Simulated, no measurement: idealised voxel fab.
Process module in this document: voxel self aligned vias
Shown is cross-section cut, with a width of 280 nm and square cells of size 5 nm.
Each cross-section below is a grid of square cells, stated as bands in top-down order, with one or more rows of cells making up each band.
Heights first: top, then bottom, in nm. Then materials, left to right, each with a width in nm. "throughout" on a single material: fills the band edge to edge. "air": empty space.
Height is counted from the level 0, under which the received wafer is composed throughout of one material. The lowest of the bands is not closed at the bottom but continues downward, in the notation "from 0 down".
You'd read "30->40" like this: the band's top row of cells is as wide as the first number, its bottom row is as wide as the second, and going down, every row changes width by the same amount as the row before did.
"nothing was modified" after a step means that no cell of the cross-section changed.
Closed empty spaces (no open way to the top) of 8 cells or more are what "Closed void register" lists, each as width x height at distance from the left edge, nm for all three.
Past the settings on a step's line: simulator remark, on that step.
overlay nm: mask offset rightward from planned place, masked step; negative means leftward offset.
Before/after cross-section pairs, one process step each; after shown to lowest changed band; step and settings beneath. Pairs may be from different runs of this module on the same starting wafer; a pair continues from the one above only where its "Status before step" entry says so.
[Status before step]
from 0 down  Si throughout
Closed void register: none
[State After Step]
from 10 to 0  SiO2 throughout
All layers under 0 are left as they were.
Closed void register: none
So what happened between those two cross-sections up there? CONFORMAL_DEP, material SiO2, thk nm 10
Status before step: taken from the pair above, after panel.
[State After Step]
from 15 to 10  SiCN throughout
All layers under 10 are left as they were.
Closed void register: none
So what happened between those two cross-sections up there? CONFORMAL_DEP, material SiCN, thk nm 5
Status before step: taken from the pair above, after panel.
[State After Step]
from 40 to 15  SiO2 throughout
All layers under 15 are left as they were.
Closed void register: none
So what happened between those two cross-sections up there? DIRECTIONAL_DEP, material SiO2, thk nm 25
Status before step: taken from the pair above, after panel.
[State After Step]
from 60 to 40  95 of resist  25 of air  35 of resist  25 of air  100 of resist
All layers under 40 are left as they were.
Closed void register: none
So what happened between those two cross-sections up there? PATTERN, tone open, mask id LINES, material resist, width nm 25, pitch nm 60, thk nm 20, overlay nm 0
Status before step: taken from the pair above, after panel.
[State After Step]
from 60 to 40  95 of resist  25 of air  35 of resist  25 of air  100 of resist
from 40 to 15  95 of SiO2  25 of air  35 of SiO2  25 of air  100 of SiO2
All layers under 15 are left as they were.
Closed void register: none
So what happened between those two cross-sections up there? DIRECTIONAL_ETCH, etch materials SiO2, depth nm 25
Status before step: taken from the pair above, after panel.
[State After Step]
from 40 to 15  95 of SiO2  25 of air  35 of SiO2  25 of air  100 of SiO2
All layers under 15 are left as they were.
Closed void register: none
So what happened between those two cross-sections up there? STRIP, etch materials resist
Status before step: taken from the pair above, after panel.
[State After Step]
from 45 to 40  100 of TiN  15 of air  45 of TiN  15 of air  105 of TiN
from 40 to 20  95 of SiO2  5 of TiN  15 of air  5 of TiN  35 of SiO2  5 of TiN  15 of air  5 of TiN  100 of SiO2
from 20 to 15  95 of SiO2  25 of TiN  35 of SiO2  25 of TiN  100 of SiO2
All layers under 15 are left as they were.
Closed void register: none
So what happened between those two cross-sections up there? CONFORMAL_DEP, material TiN, thk nm 5
Status before step: taken from the pair above, after panel.
[State After Step]
from 55 to 45  Ru throughout
from 45 to 40  100 of TiN  15 of Ru  45 of TiN  15 of Ru  105 of TiN
from 40 to 20  95 of SiO2  5 of TiN  15 of Ru  5 of TiN  35 of SiO2  5 of TiN  15 of Ru  5 of TiN  100 of SiO2
All layers under 20 are left as they were.
Closed void register: none
So what happened between those two cross-sections up there? FILL_DEP, material Ru, thk nm 10
Status before step: taken from the pair above, after panel.
[State After Step]
from 40 to 20  95 of SiO2  5 of TiN  15 of Ru  5 of TiN  35 of SiO2  5 of TiN  15 of Ru  5 of TiN  100 of SiO2
All layers under 20 are left as they were.
Closed void register: none
So what happened between those two cross-sections up there? CMP, height nm 40
Status before step: taken from the pair above, after panel.
[State After Step]
from 40 to 30  95 of SiO2  25 of air  35 of SiO2  25 of air  100 of SiO2
All layers under 30 are left as they were.
Closed void register: none
So what happened between those two cross-sections up there? SELECTIVE_ETCH, etch materials W Ru TiN, depth nm 10
Status before step: taken from the pair above, after panel.
[State After Step]
from 45 to 40  SiN throughout
from 40 to 30  95 of SiO2  25 of SiN  35 of SiO2  25 of SiN  100 of SiO2
All layers under 30 are left as they were.
Closed void register: none
So what happened between those two cross-sections up there? FILL_DEP, material SiN, thk nm 5
Status before step: taken from the pair above, after panel.
[State After Step]
from 40 to 30  95 of SiO2  25 of SiN  35 of SiO2  25 of SiN  100 of SiO2
All layers under 30 are left as they were.
Closed void register: none
So what happened between those two cross-sections up there? CMP, height nm 40
Status before step: taken from the pair above, after panel.
[State After Step]
from 60 to 40  SiO2 throughout
All layers under 40 are left as they were.
Closed void register: none
So what happened between those two cross-sections up there? DIRECTIONAL_DEP, material SiO2, thk nm 20
Status before step: taken from the pair above, after panel.
[State After Step]
from 60 to 40  90 of SiO2  35 of air  25 of SiO2  35 of air  95 of SiO2
All layers under 40 are left as they were.
Closed void register: none
So what happened between those two cross-sections up there? MASKED_ETCH, tone open, mask id VIAS, width nm 35, pitch nm 60, etch materials SiO2, depth nm 20, overlay nm 0
Status before step: taken from the pair above, after panel.
[State After Step]
from 60 to 40  90 of SiO2  35 of air  25 of SiO2  35 of air  95 of SiO2
from 40 to 30  95 of SiO2  25 of air  35 of SiO2  25 of air  100 of SiO2
All layers under 30 are left as they were.
Closed void register: none
So what happened between those two cross-sections up there? MASKED_ETCH, tone open, mask id VIAS, width nm 35, pitch nm 60, etch materials SiN, depth nm 10, overlay nm 0
Status before step: taken from the pair above, after panel.
[State After Step]
from 65 to 60  95 of TiN  25 of air  35 of TiN  25 of air  100 of TiN
from 60 to 45  90 of SiO2  5 of TiN  25 of air  5 of TiN  25 of SiO2  5 of TiN  25 of air  5 of TiN  95 of SiO2
from 45 to 35  90->95 of SiO2  10->5 of TiN  15 of air  10->5 of TiN  25->35 of SiO2  10->5 of TiN  15 of air  10->5 of TiN  95->100 of SiO2
from 35 to 30  95 of SiO2  25 of TiN  35 of SiO2  25 of TiN  100 of SiO2
All layers under 30 are left as they were.
Closed void register: none
So what happened between those two cross-sections up there? CONFORMAL_DEP, material TiN, thk nm 5
Status before step: taken from the pair above, after panel.
[State After Step]
from 70 to 65  Ru throughout
from 65 to 60  95 of TiN  25 of Ru  35 of TiN  25 of Ru  100 of TiN
from 60 to 45  90 of SiO2  5 of TiN  25 of Ru  5 of TiN  25 of SiO2  5 of TiN  25 of Ru  5 of TiN  95 of SiO2
from 45 to 35  90->95 of SiO2  10->5 of TiN  15 of Ru  10->5 of TiN  25->35 of SiO2  10->5 of TiN  15 of Ru  10->5 of TiN  95->100 of SiO2
All layers under 35 are left as they were.
Closed void register: none
So what happened between those two cross-sections up there? FILL_DEP, material Ru, thk nm 5
Status before step: taken from the pair above, after panel.
[State After Step]
from 60 to 45  90 of SiO2  5 of TiN  25 of Ru  5 of TiN  25 of SiO2  5 of TiN  25 of Ru  5 of TiN  95 of SiO2
All layers under 45 are left as they were.
Closed void register: none
So what happened between those two cross-sections up there? CMP, height nm 60
Status before step: taken from the pair above, after panel.
[State After Step]
from 65 to 60  SiCN throughout
All layers under 60 are left as they were.
Closed void register: none
So what happened between those two cross-sections up there? CONFORMAL_DEP, material SiCN, thk nm 5
[Status before step]
from 10 to 0  SiO2 throughout
from 0 down  Si throughout
Closed void register: none
[State After Step]
from 35 to 0  SiO2 throughout
All layers under 0 are left as they were.
Closed void register: none
So what happened between those two cross-sections up there? DIRECTIONAL_DEP, material SiO2, thk nm 25
Status before step: taken from the pair above, after panel.
[State After Step]
from 55 to 35  95 of resist  25 of air  35 of resist  25 of air  100 of resist
All layers under 35 are left as they were.
Closed void register: none
So what happened between those two cross-sections up there? PATTERN, tone open, mask id LINES, material resist, width nm 25, pitch nm 60, thk nm 20, overlay nm 0
Status before step: taken from the pair above, after panel.
[State After Step]
from 55 to 35  95 of resist  25 of air  35 of resist  25 of air  100 of resist
from 35 to 10  95 of SiO2  25 of air  35 of SiO2  25 of air  100 of SiO2
All layers under 10 are left as they were.
Closed void register: none
So what happened between those two cross-sections up there? DIRECTIONAL_ETCH, etch materials SiO2, depth nm 25
Status before step: taken from the pair above, after panel.
[State After Step]
from 35 to 10  95 of SiO2  25 of air  35 of SiO2  25 of air  100 of SiO2
All layers under 10 are left as they were.
Closed void register: none
So what happened between those two cross-sections up there? STRIP, etch materials resist
Status before step: taken from the pair above, after panel.
[State After Step]
from 40 to 35  100 of TiN  15 of air  45 of TiN  15 of air  105 of TiN
from 35 to 15  95 of SiO2  5 of TiN  15 of air  5 of TiN  35 of SiO2  5 of TiN  15 of air  5 of TiN  100 of SiO2
from 15 to 10  95 of SiO2  25 of TiN  35 of SiO2  25 of TiN  100 of SiO2
All layers under 10 are left as they were.
Closed void register: none
So what happened between those two cross-sections up there? CONFORMAL_DEP, material TiN, thk nm 5
Status before step: taken from the pair above, after panel.
[State After Step]
from 50 to 40  Ru throughout
from 40 to 35  100 of TiN  15 of Ru  45 of TiN  15 of Ru  105 of TiN
from 35 to 15  95 of SiO2  5 of TiN  15 of Ru  5 of TiN  35 of SiO2  5 of TiN  15 of Ru  5 of TiN  100 of SiO2
All layers under 15 are left as they were.
Closed void register: none
So what happened between those two cross-sections up there? FILL_DEP, material Ru, thk nm 10
Status before step: taken from the pair above, after panel.
[State After Step]
from 40 to 35  100 of TiN  15 of Ru  45 of TiN  15 of Ru  105 of TiN
All layers under 35 are left as they were.
Closed void register: none
So what happened between those two cross-sections up there? CMP, height nm 40
Status before step: taken from the pair above, after panel.
[State After Step]
from 35 to 30  95 of SiO2  25 of air  35 of SiO2  25 of air  100 of SiO2
All layers under 30 are left as they were.
Closed void register: none
So what happened between those two cross-sections up there? SELECTIVE_ETCH, etch materials W Ru TiN, depth nm 10
Status before step: taken from the pair above, after panel.
[State After Step]
from 40 to 35  SiN throughout
from 35 to 30  95 of SiO2  25 of SiN  35 of SiO2  25 of SiN  100 of SiO2
All layers under 30 are left as they were.
Closed void register: none
So what happened between those two cross-sections up there? FILL_DEP, material SiN, thk nm 5
Status before step: taken from the pair above, after panel.
[State After Step]
from 60 to 40  SiO2 throughout
All layers under 40 are left as they were.
Closed void register: none
So what happened between those two cross-sections up there? DIRECTIONAL_DEP, material SiO2, thk nm 20
Status before step: taken from the pair above, after panel.
[State After Step]
from 60 to 40  90 of SiO2  35 of air  25 of SiO2  35 of air  95 of SiO2
All layers under 40 are left as they were.
Closed void register: none
So what happened between those two cross-sections up there? MASKED_ETCH, tone open, mask id VIAS, width nm 35, pitch nm 60, etch materials SiO2, depth nm 20, overlay nm 0
Status before step: taken from the pair above, after panel.
[State After Step]
from 60 to 40  90 of SiO2  35 of air  25 of SiO2  35 of air  95 of SiO2
from 40 to 35  90 of SiN  35 of air  25 of SiN  35 of air  95 of SiN
from 35 to 30  95 of SiO2  25 of air  35 of SiO2  25 of air  100 of SiO2
All layers under 30 are left as they were.
Closed void register: none
So what happened between those two cross-sections up there? MASKED_ETCH, tone open, mask id VIAS, width nm 35, pitch nm 60, etch materials SiN, depth nm 10, overlay nm 0
Status before step: taken from the pair above, after panel.
[State After Step]
from 65 to 60  95 of TiN  25 of air  35 of TiN  25 of air  100 of TiN
from 60 to 40  90 of SiO2  5 of TiN  25 of air  5 of TiN  25 of SiO2  5 of TiN  25 of air  5 of TiN  95 of SiO2
from 40 to 35  90 of SiN  10 of TiN  15 of air  10 of TiN  25 of SiN  10 of TiN  15 of air  10 of TiN  95 of SiN
from 35 to 30  95 of SiO2  25 of TiN  35 of SiO2  25 of TiN  100 of SiO2
All layers under 30 are left as they were.
Closed void register: none
So what happened between those two cross-sections up there? CONFORMAL_DEP, material TiN, thk nm 5
Status before step: taken from the pair above, after panel.
[State After Step]
from 70 to 65  Ru throughout
from 65 to 60  95 of TiN  25 of Ru  35 of TiN  25 of Ru  100 of TiN
from 60 to 40  90 of SiO2  5 of TiN  25 of Ru  5 of TiN  25 of SiO2  5 of TiN  25 of Ru  5 of TiN  95 of SiO2
from 40 to 35  90 of SiN  10 of TiN  15 of Ru  10 of TiN  25 of SiN  10 of TiN  15 of Ru  10 of TiN  95 of SiN
All layers under 35 are left as they were.
Closed void register: none
So what happened between those two cross-sections up there? FILL_DEP, material Ru, thk nm 5
Status before step: taken from the pair above, after panel.
[State After Step]
from 60 to 40  90 of SiO2  5 of TiN  25 of Ru  5 of TiN  25 of SiO2  5 of TiN  25 of Ru  5 of TiN  95 of SiO2
All layers under 40 are left as they were.
Closed void register: none
So what happened between those two cross-sections up there? CMP, height nm 60
Status before step: taken from the pair above, after panel.
[State After Step]
from 65 to 60  SiCN throughout
All layers under 60 are left as they were.
Closed void register: none
So what happened between those two cross-sections up there? CONFORMAL_DEP, material SiCN, thk nm 5
[Status before step]
from 60 to 40  90 of SiO2  35 of air  25 of SiO2  35 of air  95 of SiO2
from 40 to 30  95 of SiO2  25 of SiN  35 of SiO2  25 of SiN  100 of SiO2
from 30 to 20  95 of SiO2  5 of TiN  15 of Ru  5 of TiN  35 of SiO2  5 of TiN  15 of Ru  5 of TiN  100 of SiO2
from 20 to 15  95 of SiO2  25 of TiN  35 of SiO2  25 of TiN  100 of SiO2
from 15 to 10  SiCN throughout
from 10 to 0  SiO2 throughout
from 0 down  Si throughout
Closed void register: none
[State After Step]
from 60 to 40  90 of SiO2  35 of air  25 of SiO2  35 of air  95 of SiO2
from 40 to 30  90 of SiO2  5 of air  25 of SiN  5 of air  25 of SiO2  5 of air  25 of SiN  5 of air  95 of SiO2
from 30 to 20  90 of SiO2  5 of air  5 of TiN  15 of Ru  5 of TiN  5 of air  25 of SiO2  5 of air  5 of TiN  15 of Ru  5 of TiN  5 of air  95 of SiO2
All layers under 20 are left as they were.
Closed void register: none
So what happened between those two cross-sections up there? MASKED_ETCH, tone open, mask id VIAS, width nm 35, pitch nm 60, etch materials SiO2, depth nm 20, overlay nm 0
Status before step: taken from the pair above, after panel.
[State After Step]
from 60 to 30  90 of SiO2  35 of air  25 of SiO2  35 of air  95 of SiO2
All layers under 30 are left as they were.
Closed void register: none
So what happened between those two cross-sections up there? MASKED_ETCH, tone open, mask id VIAS, width nm 35, pitch nm 60, etch materials SiN, depth nm 10, overlay nm 0
Status before step: taken from the pair above, after panel.
[State After Step]
from 65 to 60  95 of TiN  25 of air  35 of TiN  25 of air  100 of TiN
from 60 to 35  90 of SiO2  5 of TiN  25 of air  5 of TiN  25 of SiO2  5 of TiN  25 of air  5 of TiN  95 of SiO2
from 35 to 30  90 of SiO2  35 of TiN  25 of SiO2  35 of TiN  95 of SiO2
from 30 to 20  90 of SiO2  10 of TiN  15 of Ru  10 of TiN  25 of SiO2  10 of TiN  15 of Ru  10 of TiN  95 of SiO2
All layers under 20 are left as they were.
Closed void register: none
So what happened between those two cross-sections up there? CONFORMAL_DEP, material TiN, thk nm 5
Status before step: taken from the pair above, after panel.
[State After Step]
from 70 to 65  Ru throughout
from 65 to 60  95 of TiN  25 of Ru  35 of TiN  25 of Ru  100 of TiN
from 60 to 35  90 of SiO2  5 of TiN  25 of Ru  5 of TiN  25 of SiO2  5 of TiN  25 of Ru  5 of TiN  95 of SiO2
All layers under 35 are left as they were.
Closed void register: none
So what happened between those two cross-sections up there? FILL_DEP, material Ru, thk nm 5
Status before step: taken from the pair above, after panel.
[State After Step]
from 60 to 35  90 of SiO2  5 of TiN  25 of Ru  5 of TiN  25 of SiO2  5 of TiN  25 of Ru  5 of TiN  95 of SiO2
All layers under 35 are left as they were.
Closed void register: none
So what happened between those two cross-sections up there? CMP, height nm 60
Status before step: taken from the pair above, after panel.
[State After Step]
from 65 to 60  SiCN throughout
All layers under 60 are left as they were.
Closed void register: none
So what happened between those two cross-sections up there? CONFORMAL_DEP, material SiCN, thk nm 5
[Status before step]
from 40 to 30  95 of SiO2  25 of SiN  35 of SiO2  25 of SiN  100 of SiO2
from 30 to 20  95 of SiO2  5 of TiN  15 of Ru  5 of TiN  35 of SiO2  5 of TiN  15 of Ru  5 of TiN  100 of SiO2
from 20 to 15  95 of SiO2  25 of TiN  35 of SiO2  25 of TiN  100 of SiO2
from 15 to 10  SiCN throughout
from 10 to 0  SiO2 throughout
from 0 down  Si throughout
Closed void register: none
[State After Step]
from 40 to 30  90 of SiO2  5 of air  25 of SiN  5 of air  25 of SiO2  5 of air  25 of SiN  5 of air  95 of SiO2
from 30 to 20  90 of SiO2  5 of air  5 of TiN  15 of Ru  5 of TiN  5 of air  25 of SiO2  5 of air  5 of TiN  15 of Ru  5 of TiN  5 of air  95 of SiO2
All layers under 20 are left as they were.
Closed void register: none
So what happened between those two cross-sections up there? MASKED_ETCH, tone open, mask id VIAS, width nm 35, pitch nm 60, etch materials SiO2, depth nm 20, overlay nm 0
Status before step: taken from the pair above, after panel.
[State After Step]
from 60 to 40  90 of SiO2  5 of air  25 of SiO2  5 of air  25 of SiO2  5 of air  25 of SiO2  5 of air  95 of SiO2
from 40 to 30  95 of SiO2  25 of SiN  35 of SiO2  25 of SiN  100 of SiO2
from 30 to 20  95 of SiO2  5 of TiN  15 of Ru  5 of TiN  35 of SiO2  5 of TiN  15 of Ru  5 of TiN  100 of SiO2
All layers under 20 are left as they were.
Closed void register: none
So what happened between those two cross-sections up there? DIRECTIONAL_DEP, material SiO2, thk nm 20
Status before step: taken from the pair above, after panel.
[State After Step]
from 65 to 60  TiN throughout
from 60 to 40  90 of SiO2  5 of TiN  25 of SiO2  5 of TiN  25 of SiO2  5 of TiN  25 of SiO2  5 of TiN  95 of SiO2
All layers under 40 are left as they were.
Closed void register: none
So what happened between those two cross-sections up there? CONFORMAL_DEP, material TiN, thk nm 5
Status before step: taken from the pair above, after panel.
[State After Step]
from 70 to 65  Ru throughout
All layers under 65 are left as they were.
Closed void register: none
So what happened between those two cross-sections up there? FILL_DEP, material Ru, thk nm 5
Status before step: taken from the pair above, after panel.
[State After Step]
from 60 to 40  90 of SiO2  5 of TiN  25 of SiO2  5 of TiN  25 of SiO2  5 of TiN  25 of SiO2  5 of TiN  95 of SiO2
All layers under 40 are left as they were.
Closed void register: none
So what happened between those two cross-sections up there? CMP, height nm 60
Status before step: taken from the pair above, after panel.
[State After Step]
from 65 to 60  SiCN throughout
All layers under 60 are left as they were.
Closed void register: none
So what happened between those two cross-sections up there? CONFORMAL_DEP, material SiCN, thk nm 5
[Status before step]
from 0 down  Si throughout
Closed void register: none
[State After Step]
from 15 to 0  SiO2 throughout
All layers under 0 are left as they were.
Closed void register: none
So what happened between those two cross-sections up there? CONFORMAL_DEP, material SiO2, thk nm 15
Status before step: taken from the pair above, after panel.
[State After Step]
from 20 to 15  SiCN throughout
All layers under 15 are left as they were.
Closed void register: none
So what happened between those two cross-sections up there? CONFORMAL_DEP, material SiCN, thk nm 5
Status before step: taken from the pair above, after panel.
[State After Step]
from 45 to 20  SiO2 throughout
All layers under 20 are left as they were.
Closed void register: none
So what happened between those two cross-sections up there? DIRECTIONAL_DEP, material SiO2, thk nm 25
Status before step: taken from the pair above, after panel.
[State After Step]
from 65 to 45  95 of resist  25 of air  35 of resist  25 of air  100 of resist
All layers under 45 are left as they were.
Closed void register: none
So what happened between those two cross-sections up there? PATTERN, tone open, mask id LINES, material resist, width nm 25, pitch nm 60, thk nm 20, overlay nm 0
Status before step: taken from the pair above, after panel.
[State After Step]
from 65 to 45  95 of resist  25 of air  35 of resist  25 of air  100 of resist
from 45 to 20  95 of SiO2  25 of air  35 of SiO2  25 of air  100 of SiO2
All layers under 20 are left as they were.
Closed void register: none
So what happened between those two cross-sections up there? DIRECTIONAL_ETCH, etch materials SiO2, depth nm 25
Status before step: taken from the pair above, after panel.
[State After Step]
from 45 to 20  95 of SiO2  25 of air  35 of SiO2  25 of air  100 of SiO2
All layers under 20 are left as they were.
Closed void register: none
So what happened between those two cross-sections up there? STRIP, etch materials resist
Status before step: taken from the pair above, after panel.
[State After Step]
from 50 to 45  100 of TiN  15 of air  45 of TiN  15 of air  105 of TiN
from 45 to 25  95 of SiO2  5 of TiN  15 of air  5 of TiN  35 of SiO2  5 of TiN  15 of air  5 of TiN  100 of SiO2
from 25 to 20  95 of SiO2  25 of TiN  35 of SiO2  25 of TiN  100 of SiO2
All layers under 20 are left as they were.
Closed void register: none
So what happened between those two cross-sections up there? CONFORMAL_DEP, material TiN, thk nm 5
Status before step: taken from the pair above, after panel.
[State After Step]
from 60 to 50  Ru throughout
from 50 to 45  100 of TiN  15 of Ru  45 of TiN  15 of Ru  105 of TiN
from 45 to 25  95 of SiO2  5 of TiN  15 of Ru  5 of TiN  35 of SiO2  5 of TiN  15 of Ru  5 of TiN  100 of SiO2
All layers under 25 are left as they were.
Closed void register: none
So what happened between those two cross-sections up there? FILL_DEP, material Ru, thk nm 10
Status before step: taken from the pair above, after panel.
[State After Step]
from 40 to 25  95 of SiO2  5 of TiN  15 of Ru  5 of TiN  35 of SiO2  5 of TiN  15 of Ru  5 of TiN  100 of SiO2
All layers under 25 are left as they were.
Closed void register: none
So what happened between those two cross-sections up there? CMP, height nm 40
Status before step: taken from the pair above, after panel.
[State After Step]
from 40 to 30  95 of SiO2  25 of air  35 of SiO2  25 of air  100 of SiO2
All layers under 30 are left as they were.
Closed void register: none
So what happened between those two cross-sections up there? SELECTIVE_ETCH, etch materials W Ru TiN, depth nm 10
Status before step: taken from the pair above, after panel.
[State After Step]
from 45 to 40  SiN throughout
from 40 to 30  95 of SiO2  25 of SiN  35 of SiO2  25 of SiN  100 of SiO2
All layers under 30 are left as they were.
Closed void register: none
So what happened between those two cross-sections up there? FILL_DEP, material SiN, thk nm 5
Status before step: taken from the pair above, after panel.
[State After Step]
from 40 to 30  95 of SiO2  25 of SiN  35 of SiO2  25 of SiN  100 of SiO2
All layers under 30 are left as they were.
Closed void register: none
So what happened between those two cross-sections up there? CMP, height nm 40
Status before step: taken from the pair above, after panel.
[State After Step]
from 60 to 40  SiO2 throughout
All layers under 40 are left as they were.
Closed void register: none
So what happened between those two cross-sections up there? DIRECTIONAL_DEP, material SiO2, thk nm 20
Status before step: taken from the pair above, after panel.
[State After Step]
from 60 to 40  90 of SiO2  35 of air  25 of SiO2  35 of air  95 of SiO2
All layers under 40 are left as they were.
Closed void register: none
So what happened between those two cross-sections up there? MASKED_ETCH, tone open, mask id VIAS, width nm 35, pitch nm 60, etch materials SiO2, depth nm 20, overlay nm 0
Status before step: taken from the pair above, after panel.
[State After Step]
from 60 to 40  90 of SiO2  35 of air  25 of SiO2  35 of air  95 of SiO2
from 40 to 30  95 of SiO2  25 of air  35 of SiO2  25 of air  100 of SiO2
All layers under 30 are left as they were.
Closed void register: none
So what happened between those two cross-sections up there? MASKED_ETCH, tone open, mask id VIAS, width nm 35, pitch nm 60, etch materials SiN, depth nm 10, overlay nm 0
Status before step: taken from the pair above, after panel.
[State After Step]
from 65 to 60  95 of TiN  25 of air  35 of TiN  25 of air  100 of TiN
from 60 to 45  90 of SiO2  5 of TiN  25 of air  5 of TiN  25 of SiO2  5 of TiN  25 of air  5 of TiN  95 of SiO2
from 45 to 35  90->95 of SiO2  10->5 of TiN  15 of air  10->5 of TiN  25->35 of SiO2  10->5 of TiN  15 of air  10->5 of TiN  95->100 of SiO2
from 35 to 30  95 of SiO2  25 of TiN  35 of SiO2  25 of TiN  100 of SiO2
All layers under 30 are left as they were.
Closed void register: none
So what happened between those two cross-sections up there? CONFORMAL_DEP, material TiN, thk nm 5
Status before step: taken from the pair above, after panel.
[State After Step]
from 70 to 65  Ru throughout
from 65 to 60  95 of TiN  25 of Ru  35 of TiN  25 of Ru  100 of TiN
from 60 to 45  90 of SiO2  5 of TiN  25 of Ru  5 of TiN  25 of SiO2  5 of TiN  25 of Ru  5 of TiN  95 of SiO2
from 45 to 35  90->95 of SiO2  10->5 of TiN  15 of Ru  10->5 of TiN  25->35 of SiO2  10->5 of TiN  15 of Ru  10->5 of TiN  95->100 of SiO2
All layers under 35 are left as they were.
Closed void register: none
So what happened between those two cross-sections up there? FILL_DEP, material Ru, thk nm 5
Status before step: taken from the pair above, after panel.
[State After Step]
from 60 to 45  90 of SiO2  5 of TiN  25 of Ru  5 of TiN  25 of SiO2  5 of TiN  25 of Ru  5 of TiN  95 of SiO2
All layers under 45 are left as they were.
Closed void register: none
So what happened between those two cross-sections up there? CMP, height nm 60
Status before step: taken from the pair above, after panel.
[State After Step]
from 65 to 60  SiCN throughout
All layers under 60 are left as they were.
Closed void register: none
So what happened between those two cross-sections up there? CONFORMAL_DEP, material SiCN, thk nm 5
[Status before step]
from 60 to 40  SiO2 throughout
from 40 to 30  95 of SiO2  25 of SiN  35 of SiO2  25 of SiN  100 of SiO2
from 30 to 20  95 of SiO2  5 of TiN  15 of Ru  5 of TiN  35 of SiO2  5 of TiN  15 of Ru  5 of TiN  100 of SiO2
from 20 to 15  95 of SiO2  25 of TiN  35 of SiO2  25 of TiN  100 of SiO2
from 15 to 10  SiCN throughout
from 10 to 0  SiO2 throughout
from 0 down  Si throughout
Closed void register: none
[State After Step]
from 60 to 40  85 of SiO2  45 of air  15 of SiO2  45 of air  90 of SiO2
All layers under 40 are left as they were.
Closed void register: none
So what happened between those two cross-sections up there? MASKED_ETCH, tone open, mask id VIAS, width nm 45, pitch nm 60, etch materials SiO2, depth nm 20, overlay nm 0
Status before step: taken from the pair above, after panel.
[State After Step]
from 60 to 40  85 of SiO2  45 of air  15 of SiO2  45 of air  90 of SiO2
from 40 to 30  95 of SiO2  25 of air  35 of SiO2  25 of air  100 of SiO2
All layers under 30 are left as they were.
Closed void register: none
So what happened between those two cross-sections up there? MASKED_ETCH, tone open, mask id VIAS, width nm 35, pitch nm 60, etch materials SiN, depth nm 10, overlay nm 0
Status before step: taken from the pair above, after panel.
[State After Step]
from 65 to 60  90 of TiN  35 of air  25 of TiN  35 of air  95 of TiN
from 60 to 45  85 of SiO2  5 of TiN  35 of air  5 of TiN  15 of SiO2  5 of TiN  35 of air  5 of TiN  90 of SiO2
from 45 to 35  85->95 of SiO2  15->5 of TiN  15 of air  15->5 of TiN  15->35 of SiO2  15->5 of TiN  15 of air  15->5 of TiN  90->100 of SiO2
from 35 to 30  95 of SiO2  25 of TiN  35 of SiO2  25 of TiN  100 of SiO2
All layers under 30 are left as they were.
Closed void register: none
So what happened between those two cross-sections up there? CONFORMAL_DEP, material TiN, thk nm 5
Status before step: taken from the pair above, after panel.
[State After Step]
from 70 to 65  Ru throughout
from 65 to 60  90 of TiN  35 of Ru  25 of TiN  35 of Ru  95 of TiN
from 60 to 45  85 of SiO2  5 of TiN  35 of Ru  5 of TiN  15 of SiO2  5 of TiN  35 of Ru  5 of TiN  90 of SiO2
from 45 to 35  85->95 of SiO2  15->5 of TiN  15 of Ru  15->5 of TiN  15->35 of SiO2  15->5 of TiN  15 of Ru  15->5 of TiN  90->100 of SiO2
All layers under 35 are left as they were.
Closed void register: none
So what happened between those two cross-sections up there? FILL_DEP, material Ru, thk nm 5
Status before step: taken from the pair above, after panel.
[State After Step]
from 60 to 45  85 of SiO2  5 of TiN  35 of Ru  5 of TiN  15 of SiO2  5 of TiN  35 of Ru  5 of TiN  90 of SiO2
All layers under 45 are left as they were.
Closed void register: none
So what happened between those two cross-sections up there? CMP, height nm 60
Status before step: taken from the pair above, after panel.
[State After Step]
from 65 to 60  SiCN throughout
All layers under 60 are left as they were.
Closed void register: none
So what happened between those two cross-sections up there? CONFORMAL_DEP, material SiCN, thk nm 5
[Status before step]
from 60 to 40  SiO2 throughout
from 40 to 30  95 of SiO2  25 of SiN  35 of SiO2  25 of SiN  100 of SiO2
from 30 to 20  95 of SiO2  5 of TiN  15 of Ru  5 of TiN  35 of SiO2  5 of TiN  15 of Ru  5 of TiN  100 of SiO2
from 20 to 15  95 of SiO2  25 of TiN  35 of SiO2  25 of TiN  100 of SiO2
from 15 to 10  SiCN throughout
from 10 to 0  SiO2 throughout
from 0 down  Si throughout
Closed void register: none
[State After Step]
from 60 to 40  95 of SiO2  35 of air  25 of SiO2  35 of air  90 of SiO2
All layers under 40 are left as they were.
Closed void register: none
So what happened between those two cross-sections up there? MASKED_ETCH, tone open, mask id VIAS, width nm 35, pitch nm 60, etch materials SiO2, depth nm 20, overlay nm 5
Status before step: taken from the pair above, after panel.
[State After Step]
from 60 to 40  95 of SiO2  35 of air  25 of SiO2  35 of air  90 of SiO2
from 40 to 30  95 of SiO2  25 of air  35 of SiO2  25 of air  100 of SiO2
All layers under 30 are left as they were.
Closed void register: none
So what happened between those two cross-sections up there? MASKED_ETCH, tone open, mask id VIAS, width nm 35, pitch nm 60, etch materials SiN, depth nm 10, overlay nm 0
Status before step: taken from the pair above, after panel.
[State After Step]
from 65 to 60  100 of TiN  25 of air  35 of TiN  25 of air  95 of TiN
from 60 to 45  95 of SiO2  5 of TiN  25 of air  5 of TiN  25 of SiO2  5 of TiN  25 of air  5 of TiN  90 of SiO2
from 45 to 35  95 of SiO2  5 of TiN  15 of air  15->5 of TiN  25->35 of SiO2  5 of TiN  15 of air  15->5 of TiN  90->100 of SiO2
from 35 to 30  95 of SiO2  25 of TiN  35 of SiO2  25 of TiN  100 of SiO2
All layers under 30 are left as they were.
Closed void register: none
So what happened between those two cross-sections up there? CONFORMAL_DEP, material TiN, thk nm 5
Status before step: taken from the pair above, after panel.
[State After Step]
from 70 to 65  Ru throughout
from 65 to 60  100 of TiN  25 of Ru  35 of TiN  25 of Ru  95 of TiN
from 60 to 45  95 of SiO2  5 of TiN  25 of Ru  5 of TiN  25 of SiO2  5 of TiN  25 of Ru  5 of TiN  90 of SiO2
from 45 to 35  95 of SiO2  5 of TiN  15 of Ru  15->5 of TiN  25->35 of SiO2  5 of TiN  15 of Ru  15->5 of TiN  90->100 of SiO2
All layers under 35 are left as they were.
Closed void register: none
So what happened between those two cross-sections up there? FILL_DEP, material Ru, thk nm 5
Status before step: taken from the pair above, after panel.
[State After Step]
from 60 to 45  95 of SiO2  5 of TiN  25 of Ru  5 of TiN  25 of SiO2  5 of TiN  25 of Ru  5 of TiN  90 of SiO2
All layers under 45 are left as they were.
Closed void register: none
So what happened between those two cross-sections up there? CMP, height nm 60
Status before step: taken from the pair above, after panel.
[State After Step]
from 65 to 60  SiCN throughout
All layers under 60 are left as they were.
Closed void register: none
So what happened between those two cross-sections up there? CONFORMAL_DEP, material SiCN, thk nm 5
